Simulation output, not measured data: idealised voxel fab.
Title: Process Module voxel tone inversion
Section cut is 275 nm wide and gridded with 5 nm square cells.
How to read a cross-section here: the picture is a grid of square cells, written as bands going from the top down, and any band can span one or more rows of cells. Heights first: top, then bottom, in nm. Then materials, left to right, each with a width in nm. "full width" on a single material: fills the band edge to edge. "blank": empty space. Convention: height 0 is the level below which the wafer, as received, is all one material. The lowest band does not terminate at the bottom but continues downward, represented as "z 0 and below". When a width is written as two numbers, as in "30 to 40", the first number is the width in the top row of cells of the band and the second is the width in its bottom row, and the width changes by the same amount from each row to the next. When a step is marked "everything unchanged", none of the cells in the cross-section changed during that step. Heads up: "closed voids" only lists the empty pockets with no open path to the top that are 8 cells or more, and it writes them as width x height at distance, distance from the left edge, in nm. Heads up: the bit after the settings on a step's line is the simulator's remark on that step. "overlay nm", when on a step's line for a step with a mask, measures how far to the right of its planned place the mask lay; a negative measure means to the left.

### Process steps - plan
| 1 | RECEIVE with material Si |
| 2 | CONFORMAL_DEP with material SiN, thk nm 5 |
| 3 | DIRECTIONAL_DEP with material polySi, thk nm 20 |
| 4 | PATTERN with tone cover, mask id POSTS, material resist, width nm 15, pitch nm 40, thk nm 25, overlay nm 0 |
| 5 | DIRECTIONAL_ETCH with etch materials polySi, depth nm 20 |
| 6 | STRIP with etch materials resist |
| 7 | FILL_DEP with material lowk, thk nm 5 |
| 8 | CMP with height nm 25 |
| 9 | STRIP with etch materials polySi |
| 10 | CONFORMAL_DEP with material TiN, thk nm 5 |
| 11 | FILL_DEP with material Ru, thk nm 10 |
| 12 | CMP with height nm 25 |
| 13 | CONFORMAL_DEP with material SiCN, thk nm 5 |

### As-received state of the wafer in cross-section, equivalent to post-step 1
	z 0 and below  Si full width
	closed voids: none

### Result of the module, cross-sectioned: start per above, plan per above, one error in how it was run
	z 45 to 40  SiCN full width
	z 40 to 30  Ru full width
	z 30 to 25  75 TiN  5 Ru  35 TiN  5 Ru  35 TiN  5 Ru  35 TiN  5 Ru  75 TiN
	z 25 to 10  70 lowk  5 TiN  5 Ru  5 TiN  25 lowk  5 TiN  5 Ru  5 TiN  25 lowk  5 TiN  5 Ru  5 TiN  25 lowk  5 TiN  5 Ru  5 TiN  70 lowk
	z 10 to 5  70 lowk  15 TiN  25 lowk  15 TiN  25 lowk  15 TiN  25 lowk  15 TiN  70 lowk
	z 5 to 0  SiN full width
	z 0 and below  Si full width
	closed voids: none
Finding, execution versus plan: step 12 of the plan was jumped over and never run
